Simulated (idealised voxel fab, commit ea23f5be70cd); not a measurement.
The process module that follows is named voxel tone inversion.
Pictured: cross-section cut, 255 nm wide, on a grid of 5 nm square cells.
Cross-section spec: square-cell grid; bands listed top down; each band is one or more rows. This entry defines a band. It first specifies the height of the band's top and the height of its bottom in nm, and then specifies the band's materials from left to right, stating each material with its width in nm. The word "all across" identifies a single material that fills the band from edge to edge, while the word "air" identifies empty space. It should be noted that heights are counted from 0, beneath which the wafer as supplied is of one material throughout, and that the lowest band possesses no lower boundary but continues downward, as written in "from 0 down". Top row gets the first number, bottom row gets the second, and each row in between changes by the same step: that is how a band width like "30 to 40" works. It should be understood that the words "same as before", when stated for a given step, signify that the cross-section underwent no change in any of its cells during that step. What "Enclosed empty spaces" gives you is every empty space of 8 cells or more that is cut off from the top. Each appears as width x height at distance, with the distance taken from the left edge and width, height and distance all in nm. after a step's settings: what the simulator itself notes on the step. A step's line can hold "overlay nm"; with a mask on that step, the setting says how far right of the planned place the mask lay, while a negative setting says it lay to the left.
Steps in the process plan:
1,RECEIVE | material Si
2,CONFORMAL_DEP | material SiCN | thk nm 5
3,DIRECTIONAL_DEP | material polySi | thk nm 15
4,PATTERN | tone cover | mask id POSTS | material resist | width nm 25 | pitch nm 45 | thk nm 20 | overlay nm 0
5,DIRECTIONAL_ETCH | etch materials polySi | depth nm 15
6,STRIP | etch materials resist
7,FILL_DEP | material lowk | thk nm 5
8,CMP | height nm 20
9,STRIP | etch materials polySi
10,CONFORMAL_DEP | material TiN | thk nm 5
11,FILL_DEP | material Ru | thk nm 10
12,CMP | height nm 20
13,CONFORMAL_DEP | material SiCN | thk nm 5
Account of the first of two wafers, which was processed as intended:
Cross-section, incoming material, after step 1:
from 0 down: Si all across
Enclosed empty spaces: none
Presented here is a cross-section of the wafer after step 2 has been performed:
from 5 to 0: SiCN all across
Below a height of 0, the structure has not been altered.
Presented here is a cross-section of the wafer after step 3 has been performed:
from 20 to 5: polySi all across
Below a height of 5, the structure has not been altered.
Presented here is a cross-section of the wafer after step 4 has been performed:
from 40 to 20: 90 air, then 25 resist, then 20 air, then 25 resist, then 95 air
Below a height of 20, the structure has not been altered.
Presented here is a cross-section of the wafer after step 5 has been performed:
from 40 to 20: 90 air, then 25 resist, then 20 air, then 25 resist, then 95 air
from 20 to 5: 90 air, then 25 polySi, then 20 air, then 25 polySi, then 95 air
Below a height of 5, the structure has not been altered.
Presented here is a cross-section of the wafer after step 6 has been performed:
from 20 to 5: 90 air, then 25 polySi, then 20 air, then 25 polySi, then 95 air
Below a height of 5, the structure has not been altered.
Presented here is a cross-section of the wafer after step 7 has been performed:
from 25 to 20: lowk all across
from 20 to 5: 90 lowk, then 25 polySi, then 20 lowk, then 25 polySi, then 95 lowk
Below a height of 5, the structure has not been altered.
Presented here is a cross-section of the wafer after step 8 has been performed:
from 20 to 5: 90 lowk, then 25 polySi, then 20 lowk, then 25 polySi, then 95 lowk
Below a height of 5, the structure has not been altered.
Presented here is a cross-section of the wafer after step 9 has been performed:
from 20 to 5: 90 lowk, then 25 air, then 20 lowk, then 25 air, then 95 lowk
Below a height of 5, the structure has not been altered.
Presented here is a cross-section of the wafer after step 10 has been performed:
from 25 to 20: 95 TiN, then 15 air, then 30 TiN, then 15 air, then 100 TiN
from 20 to 10: 90 lowk, then 5 TiN, then 15 air, then 5 TiN, then 20 lowk, then 5 TiN, then 15 air, then 5 TiN, then 95 lowk
from 10 to 5: 90 lowk, then 25 TiN, then 20 lowk, then 25 TiN, then 95 lowk
Below a height of 5, the structure has not been altered.
Presented here is a cross-section of the wafer after step 11 has been performed:
from 35 to 25: Ru all across
from 25 to 20: 95 TiN, then 15 Ru, then 30 TiN, then 15 Ru, then 100 TiN
from 20 to 10: 90 lowk, then 5 TiN, then 15 Ru, then 5 TiN, then 20 lowk, then 5 TiN, then 15 Ru, then 5 TiN, then 95 lowk
Below a height of 10, the structure has not been altered.
Presented here is a cross-section of the wafer after step 12 has been performed:
from 20 to 10: 90 lowk, then 5 TiN, then 15 Ru, then 5 TiN, then 20 lowk, then 5 TiN, then 15 Ru, then 5 TiN, then 95 lowk
Below a height of 10, the structure has not been altered.
Presented here is a cross-section of the wafer after step 13 has been performed:
from 25 to 20: SiCN all across
Below a height of 20, the structure has not been altered.
Wafer two: like wafer one in start and plan, but with one mistake in execution; identical up to and including step 7:
Cross-section of the second wafer at the time by which step 8 should have been completed according to the plan:
from 10 to 5: 90 lowk, then 25 polySi, then 20 lowk, then 25 polySi, then 95 lowk
Below a height of 5, the structure has not been altered.
Cross-section of the second wafer at the time by which step 9 should have been completed according to the plan:
from 10 to 5: 90 lowk, then 25 air, then 20 lowk, then 25 air, then 95 lowk
Below a height of 5, the structure has not been altered.
Cross-section of the second wafer at the time by which step 10 should have been completed according to the plan:
from 15 to 10: 95 TiN, then 15 air, then 30 TiN, then 15 air, then 100 TiN
from 10 to 5: 90 lowk, then 25 TiN, then 20 lowk, then 25 TiN, then 95 lowk
Below a height of 5, the structure has not been altered.
Cross-section of the second wafer at the time by which step 11 should have been completed according to the plan:
from 25 to 15: Ru all across
from 15 to 10: 95 TiN, then 15 Ru, then 30 TiN, then 15 Ru, then 100 TiN
Below a height of 10, the structure has not been altered.
Cross-section of the second wafer at the time by which step 12 should have been completed according to the plan:
from 20 to 15: Ru all across
Below a height of 15, the structure has not been altered.
Cross-section of the second wafer at the time by which step 13 should have been completed according to the plan:
from 25 to 20: SiCN all across
Below a height of 20, the structure has not been altered.
Deviation from plan: note that step 8 departed from the planned setting and was carried out as CMP | height nm 10
FYI, end of process, the second wafer has more or fewer cells of some materials than the first: +45 Ru | +37 TiN | -82 lowk
